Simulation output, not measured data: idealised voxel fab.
Process module under the name voxel wiring stack
In the cross-section labelled cut, the width is 215 nm and each square cell is 5 nm.
Cross-section layout: square cells on a grid; listed as bands, top to bottom; a band spans one or more cell rows. Band: top height; bottom height; in nm. Then, left to right: material with width in nm, for each material. "full width": a single material spanning edge to edge. "empty": empty space. Height datum 0, below which the as-received substrate wafer is one material. Lowest band open at the bottom, running downward: "top 0, no bottom". Quick explanation for "30..40": the width changes in equal steps down the rows of cells, from the first number in the band's top row to the second number in its bottom row. What does "nothing got changed" mean for a step? It means no cell of the cross-section changed in that step. Non-vented voids: empty space of 8 cells or more with no open way to the top, each as width x height at its distance from the left edge, in nm. Whatever follows a step's settings on its line is a remark the simulator itself makes about that step. If you see "overlay nm" on a step's line and that step has a mask, it's telling you how far right of where it was planned the mask ended up; a negative number means it went left instead.

# This section lists the process steps that were planned
1: RECEIVE [material Si]
2: CONFORMAL_DEP [material SiO2] [thk nm 15]
3: DIRECTIONAL_DEP [material TiN] [thk nm 5]
4: DIRECTIONAL_DEP [material Ru] [thk nm 25]
5: PATTERN [tone cover] [mask id METAL_1] [material resist] [width nm 25] [pitch nm 45] [thk nm 20] [overlay nm 0]
6: DIRECTIONAL_ETCH [etch materials Ru] [depth nm 25]
7: DIRECTIONAL_ETCH [etch materials TiN] [depth nm 5]
8: STRIP [etch materials resist]
9: FILL_DEP [material lowk] [thk nm 5]
10: CMP [height nm 45]
11: CONFORMAL_DEP [material SiCN] [thk nm 5]
12: DIRECTIONAL_DEP [material lowk] [thk nm 20]
13: PATTERN [tone open] [mask id PLUG_1] [material resist] [width nm 15] [pitch nm 45] [thk nm 20] [overlay nm 0]
14: DIRECTIONAL_ETCH [etch materials lowk] [depth nm 20]
15: DIRECTIONAL_ETCH [etch materials SiCN] [depth nm 5]
16: STRIP [etch materials resist]
17: EPI [material Ru] [thk nm 10]
18: EPI [material Ru] [thk nm 10]
19: EPI [material Ru] [thk nm 5]
20: DIRECTIONAL_DEP [material TiN] [thk nm 5]
21: DIRECTIONAL_DEP [material W] [thk nm 15]
22: PATTERN [tone cover] [mask id METAL_2] [material resist] [width nm 25] [pitch nm 45] [thk nm 15] [overlay nm 0]
23: DIRECTIONAL_ETCH [etch materials W] [depth nm 15]
24: DIRECTIONAL_ETCH [etch materials TiN] [depth nm 5]
25: STRIP [etch materials resist]
26: CONFORMAL_DEP [material SiN] [thk nm 5]
27: FILL_DEP [material SiO2] [thk nm 5]
28: CMP [height nm 90]
29: CONFORMAL_DEP [material SiN] [thk nm 5]

# First of two wafers, processed according to plan

# Wafer cross-section on receipt, i.e. after step 1
* top 0, no bottom | Si full width
* Non-vented voids: none

# Step 2 complete: cross-section through the wafer
* top 15, bottom 0 | SiO2 full width
* Unchanged below 0.

# Step 3 complete: cross-section through the wafer
* top 20, bottom 15 | TiN full width
* Unchanged below 15.

# Step 4 complete: cross-section through the wafer
* top 45, bottom 20 | Ru full width
* Unchanged below 20.

# Step 5 complete: cross-section through the wafer
* top 65, bottom 45 | empty (50), then resist (25), then empty (20), then resist (25), then empty (20), then resist (25), then empty (50)
* Unchanged below 45.

# Step 6 complete: cross-section through the wafer
* top 65, bottom 45 | empty (50), then resist (25), then empty (20), then resist (25), then empty (20), then resist (25), then empty (50)
* top 45, bottom 20 | empty (50), then Ru (25), then empty (20), then Ru (25), then empty (20), then Ru (25), then empty (50)
* Unchanged below 20.

# Step 7 complete: cross-section through the wafer
* top 65, bottom 45 | empty (50), then resist (25), then empty (20), then resist (25), then empty (20), then resist (25), then empty (50)
* top 45, bottom 20 | empty (50), then Ru (25), then empty (20), then Ru (25), then empty (20), then Ru (25), then empty (50)
* top 20, bottom 15 | empty (50), then TiN (25), then empty (20), then TiN (25), then empty (20), then TiN (25), then empty (50)
* Unchanged below 15.

# Step 8 complete: cross-section through the wafer
* top 45, bottom 20 | empty (50), then Ru (25), then empty (20), then Ru (25), then empty (20), then Ru (25), then empty (50)
* Unchanged below 20.

# Step 9 complete: cross-section through the wafer
* top 50, bottom 45 | lowk full width
* top 45, bottom 20 | lowk (50), then Ru (25), then lowk (20), then Ru (25), then lowk (20), then Ru (25), then lowk (50)
* top 20, bottom 15 | lowk (50), then TiN (25), then lowk (20), then TiN (25), then lowk (20), then TiN (25), then lowk (50)
* Unchanged below 15.

# Step 10 complete: cross-section through the wafer
* top 45, bottom 20 | lowk (50), then Ru (25), then lowk (20), then Ru (25), then lowk (20), then Ru (25), then lowk (50)
* Unchanged below 20.

# Step 11 complete: cross-section through the wafer
* top 50, bottom 45 | SiCN full width
* Unchanged below 45.

# Step 12 complete: cross-section through the wafer
* top 70, bottom 50 | lowk full width
* Unchanged below 50.

# Step 13 complete: cross-section through the wafer
* top 90, bottom 70 | resist (50), then empty (15), then resist (30), then empty (15), then resist (30), then empty (15), then resist (60)
* Unchanged below 70.

# Step 14 complete: cross-section through the wafer
* top 90, bottom 70 | resist (50), then empty (15), then resist (30), then empty (15), then resist (30), then empty (15), then resist (60)
* top 70, bottom 50 | lowk (50), then empty (15), then lowk (30), then empty (15), then lowk (30), then empty (15), then lowk (60)
* Unchanged below 50.

# Step 15 complete: cross-section through the wafer
* top 90, bottom 70 | resist (50), then empty (15), then resist (30), then empty (15), then resist (30), then empty (15), then resist (60)
* top 70, bottom 50 | lowk (50), then empty (15), then lowk (30), then empty (15), then lowk (30), then empty (15), then lowk (60)
* top 50, bottom 45 | SiCN (50), then empty (15), then SiCN (30), then empty (15), then SiCN (30), then empty (15), then SiCN (60)
* Unchanged below 45.

# Step 16 complete: cross-section through the wafer
* top 70, bottom 50 | lowk (50), then empty (15), then lowk (30), then empty (15), then lowk (30), then empty (15), then lowk (60)
* Unchanged below 50.

# Step 17 complete: cross-section through the wafer
* top 70, bottom 55 | lowk (50), then empty (15), then lowk (30), then empty (15), then lowk (30), then empty (15), then lowk (60)
* top 55, bottom 50 | lowk (50), then Ru (15), then lowk (30), then Ru (15), then lowk (30), then Ru (15), then lowk (60)
* top 50, bottom 45 | SiCN (50), then Ru (15), then SiCN (30), then Ru (15), then SiCN (30), then Ru (15), then SiCN (60)
* Unchanged below 45.

# Step 18 complete: cross-section through the wafer
* top 70, bottom 65 | lowk (50), then empty (15), then lowk (30), then empty (15), then lowk (30), then empty (15), then lowk (60)
* top 65, bottom 50 | lowk (50), then Ru (15), then lowk (30), then Ru (15), then lowk (30), then Ru (15), then lowk (60)
* Unchanged below 50.

# Step 19 complete: cross-section through the wafer
* top 70, bottom 50 | lowk (50), then Ru (15), then lowk (30), then Ru (15), then lowk (30), then Ru (15), then lowk (60)
* Unchanged below 50.

# Step 20 complete: cross-section through the wafer
* top 75, bottom 70 | TiN full width
* Unchanged below 70.

# Step 21 complete: cross-section through the wafer
* top 90, bottom 75 | W full width
* Unchanged below 75.

# Step 22 complete: cross-section through the wafer
* top 105, bottom 90 | empty (50), then resist (25), then empty (20), then resist (25), then empty (20), then resist (25), then empty (50)
* Unchanged below 90.

# Step 23 complete: cross-section through the wafer
* top 105, bottom 90 | empty (50), then resist (25), then empty (20), then resist (25), then empty (20), then resist (25), then empty (50)
* top 90, bottom 75 | empty (50), then W (25), then empty (20), then W (25), then empty (20), then W (25), then empty (50)
* Unchanged below 75.

# Step 24 complete: cross-section through the wafer
* top 105, bottom 90 | empty (50), then resist (25), then empty (20), then resist (25), then empty (20), then resist (25), then empty (50)
* top 90, bottom 75 | empty (50), then W (25), then empty (20), then W (25), then empty (20), then W (25), then empty (50)
* top 75, bottom 70 | empty (50), then TiN (25), then empty (20), then TiN (25), then empty (20), then TiN (25), then empty (50)
* Unchanged below 70.

# Step 25 complete: cross-section through the wafer
* top 90, bottom 75 | empty (50), then W (25), then empty (20), then W (25), then empty (20), then W (25), then empty (50)
* Unchanged below 75.

# Step 26 complete: cross-section through the wafer
* top 95, bottom 90 | empty (45), then SiN (35), then empty (10), then SiN (35), then empty (10), then SiN (35), then empty (45)
* top 90, bottom 75 | empty (45), then SiN (5), then W (25), then SiN (5), then empty (10), then SiN (5), then W (25), then SiN (5), then empty (10), then SiN (5), then W (25), then SiN (5), then empty (45)
* top 75, bottom 70 | SiN (50), then TiN (25), then SiN (20), then TiN (25), then SiN (20), then TiN (25), then SiN (50)
* Unchanged below 70.

# Step 27 complete: cross-section through the wafer
* top 100, bottom 95 | SiO2 full width
* top 95, bottom 90 | SiO2 (45), then SiN (35), then SiO2 (10), then SiN (35), then SiO2 (10), then SiN (35), then SiO2 (45)
* top 90, bottom 75 | SiO2 (45), then SiN (5), then W (25), then SiN (5), then SiO2 (10), then SiN (5), then W (25), then SiN (5), then SiO2 (10), then SiN (5), then W (25), then SiN (5), then SiO2 (45)
* Unchanged below 75.

# Step 28 complete: cross-section through the wafer
* top 90, bottom 75 | SiO2 (45), then SiN (5), then W (25), then SiN (5), then SiO2 (10), then SiN (5), then W (25), then SiN (5), then SiO2 (10), then SiN (5), then W (25), then SiN (5), then SiO2 (45)
* Unchanged below 75.

# Step 29 complete: cross-section through the wafer
* top 95, bottom 90 | SiN full width
* Unchanged below 90.

# second wafer: like start, like plan, one mistake. Through step 21 it matches the first wafer

# Cross-section of the second wafer corresponding to the planned conclusion of step 22
* top 105, bottom 90 | empty (50), then resist (30), then empty (15), then resist (30), then empty (15), then resist (30), then empty (45)
* Unchanged below 90.

# Cross-section of the second wafer corresponding to the planned conclusion of step 23
* top 105, bottom 90 | empty (50), then resist (30), then empty (15), then resist (30), then empty (15), then resist (30), then empty (45)
* top 90, bottom 75 | empty (50), then W (30), then empty (15), then W (30), then empty (15), then W (30), then empty (45)
* Unchanged below 75.

# Cross-section of the second wafer corresponding to the planned conclusion of step 24
* top 105, bottom 90 | empty (50), then resist (30), then empty (15), then resist (30), then empty (15), then resist (30), then empty (45)
* top 90, bottom 75 | empty (50), then W (30), then empty (15), then W (30), then empty (15), then W (30), then empty (45)
* top 75, bottom 70 | empty (50), then TiN (30), then empty (15), then TiN (30), then empty (15), then TiN (30), then empty (45)
* Unchanged below 70.

# Cross-section of the second wafer corresponding to the planned conclusion of step 25
* top 90, bottom 75 | empty (50), then W (30), then empty (15), then W (30), then empty (15), then W (30), then empty (45)
* Unchanged below 75.

# Cross-section of the second wafer corresponding to the planned conclusion of step 26
* top 95, bottom 90 | empty (45), then SiN (40), then empty (5), then SiN (40), then empty (5), then SiN (40), then empty (40)
* top 90, bottom 75 | empty (45), then SiN (5), then W (30), then SiN (5), then empty (5), then SiN (5), then W (30), then SiN (5), then empty (5), then SiN (5), then W (30), then SiN (5), then empty (40)
* top 75, bottom 70 | SiN (50), then TiN (30), then SiN (15), then TiN (30), then SiN (15), then TiN (30), then SiN (45)
* Unchanged below 70.

# Cross-section of the second wafer corresponding to the planned conclusion of step 27
* top 100, bottom 95 | SiO2 full width
* top 95, bottom 90 | SiO2 (45), then SiN (40), then SiO2 (5), then SiN (40), then SiO2 (5), then SiN (40), then SiO2 (40)
* top 90, bottom 75 | SiO2 (45), then SiN (5), then W (30), then SiN (5), then SiO2 (5), then SiN (5), then W (30), then SiN (5), then SiO2 (5), then SiN (5), then W (30), then SiN (5), then SiO2 (40)
* Unchanged below 75.

# Cross-section of the second wafer corresponding to the planned conclusion of step 28
* top 90, bottom 75 | SiO2 (45), then SiN (5), then W (30), then SiN (5), then SiO2 (5), then SiN (5), then W (30), then SiN (5), then SiO2 (5), then SiN (5), then W (30), then SiN (5), then SiO2 (40)
* Unchanged below 75.

# Cross-section of the second wafer corresponding to the planned conclusion of step 29
* top 95, bottom 90 | SiN full width
* Unchanged below 90.
Nonconformance to the process plan: step 22 was not run as planned; what actually ran was PATTERN [tone cover] [mask id METAL_2] [material resist] [width nm 30] [pitch nm 45] [thk nm 15] [overlay nm 0]
Materials where the second wafer ends with more or fewer cells than the first: SiN -3 | SiO2 -9 | TiN +3 | W +9
